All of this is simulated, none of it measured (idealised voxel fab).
Documented hereafter: the process module known as voxel gate over fins.
Displayed cross-section: cut, width of 270 nm, square cells sized 5 nm.
In what follows, cross-sections appear as grids of square cells, described through bands that run from the top down, where every band is one or more rows of cells.
It is stipulated that each band's entry specify, in nanometres, the height of the top of the band and then that of its bottom, followed by the materials of the band in left-to-right sequence, each together with its width in nanometres. A single material marked by the word "edge to edge" is understood to fill the band from edge to edge; the word "air" is understood to denote empty space.
Basically, 0 is our baseline, since under it the wafer straight out of the box is all one material. The bottom band has no lower end and keeps on going down, so it looks like "0 -> down".
Think of "30->40" as a width that walks from the first number to the second as you go down the band, top row to bottom row, taking equal-sized steps from row to row.
No cell of the cross-section changed in a step that is given as "no alteration".
Basically, "Enclosed void inventory" tells you about the enclosed voids: empty spaces with no open way to the top, 8 cells or bigger, each written width x height at distance, where distance is from the left edge, all in nm.
What comes after the settings on a step's line is commentary from the simulator itself on that step.
Among the settings permitted on a step's line is "overlay nm"; applied to a step with a mask, it specifies the extent to which the mask lay to the right of its planned position, whereas a negative figure signifies a position to the left.
### Below is the list of planned process steps
1: RECEIVE | material Si
2: CONFORMAL_DEP | material SiN | thk nm 5
3: MASKED_ETCH | tone cover | mask id FINS | width nm 15 | pitch nm 55 | etch materials SiN | depth nm 5 | overlay nm 0
4: MASKED_ETCH | tone cover | mask id FINS | width nm 15 | pitch nm 55 | etch materials Si | depth nm 35 | overlay nm 0
5: OXIDIZE | depth nm 5
6: FILL_DEP | material SiO2 | thk nm 15
7: CMP | height nm 5
8: PATTERN | tone open | mask id RAIL | material resist | width nm 15 | thk nm 20 | overlay nm 0
9: DIRECTIONAL_ETCH | etch materials SiO2 | depth nm 35
10: STRIP | etch materials resist
11: CONFORMAL_DEP | material TiN | thk nm 5
12: FILL_DEP | material Ru | thk nm 5
13: CMP | height nm 5
14: SELECTIVE_ETCH | etch materials W Ru TiN | depth nm 20
15: FILL_DEP | material SiO2 | thk nm 5
16: CMP | height nm 5
17: SELECTIVE_ETCH | etch materials SiO2 | depth nm 15
18: STRIP | etch materials SiN
19: CONFORMAL_DEP | material HfO2 | thk nm 5
20: CONFORMAL_DEP | material TiN | thk nm 5
21: FILL_DEP | material W | thk nm 15
22: CMP | height nm 20
23: CONFORMAL_DEP | material SiCN | thk nm 5
### Here's what the wafer looked like in cross-section when it arrived - that's after step 1
    0 -> down | Si edge to edge
    Enclosed void inventory: none
### Same starting wafer, same plan as above, one mistake in the execution; this is the cross-section at the end of the module
    25 -> 20 | SiCN edge to edge
    20 -> 10 | W edge to edge
    10 -> 5 | 40 W, then 25 TiN, then 30 W, then 25 TiN, then 30 W, then 25 TiN, then 30 W, then 25 TiN, then 40 W
    5 -> 0 | 40 W, then 5 TiN, then 15 HfO2, then 5 TiN, then 30 W, then 5 TiN, then 15 HfO2, then 5 TiN, then 30 W, then 5 TiN, then 15 HfO2, then 5 TiN, then 30 W, then 5 TiN, then 15 HfO2, then 5 TiN, then 40 W
    0 -> -5 | 45 TiN, then 5 HfO2, then 5 Si, then 5 HfO2, then 40 TiN, then 5 HfO2, then 5 Si, then 5 HfO2, then 40 TiN, then 5 HfO2, then 5 Si, then 5 HfO2, then 40 TiN, then 5 HfO2, then 5 Si, then 5 HfO2, then 45 TiN
    -5 -> -10 | 50 HfO2, then 5 Si, then 50 HfO2, then 5 Si, then 50 HfO2, then 5 Si, then 50 HfO2, then 5 Si, then 50 HfO2
    -10 -> -15 | 50 SiO2, then 5 Si, then 50 SiO2, then 5 Si, then 50 SiO2, then 5 Si, then 50 SiO2, then 5 Si, then 50 SiO2
    -15 -> -25 | 50 SiO2, then 5 Si, then 25 SiO2, then 5 TiN, then 5 Ru, then 5 TiN, then 10 SiO2, then 5 Si, then 50 SiO2, then 5 Si, then 50 SiO2, then 5 Si, then 50 SiO2
    -25 -> -30 | 50 SiO2, then 5 Si, then 25 SiO2, then 15 TiN, then 10 SiO2, then 5 Si, then 50 SiO2, then 5 Si, then 50 SiO2, then 5 Si, then 50 SiO2
    -30 -> -40 | 50 SiO2, then 5 Si, then 50 SiO2, then 5 Si, then 50 SiO2, then 5 Si, then 50 SiO2, then 5 Si, then 50 SiO2
    -40 -> down | Si edge to edge
    Enclosed void inventory: none
what went wrong: step 8 was processed under conditions differing from the plan, specifically as PATTERN | tone open | mask id RAIL | material resist | width nm 15 | thk nm 20 | overlay nm 10
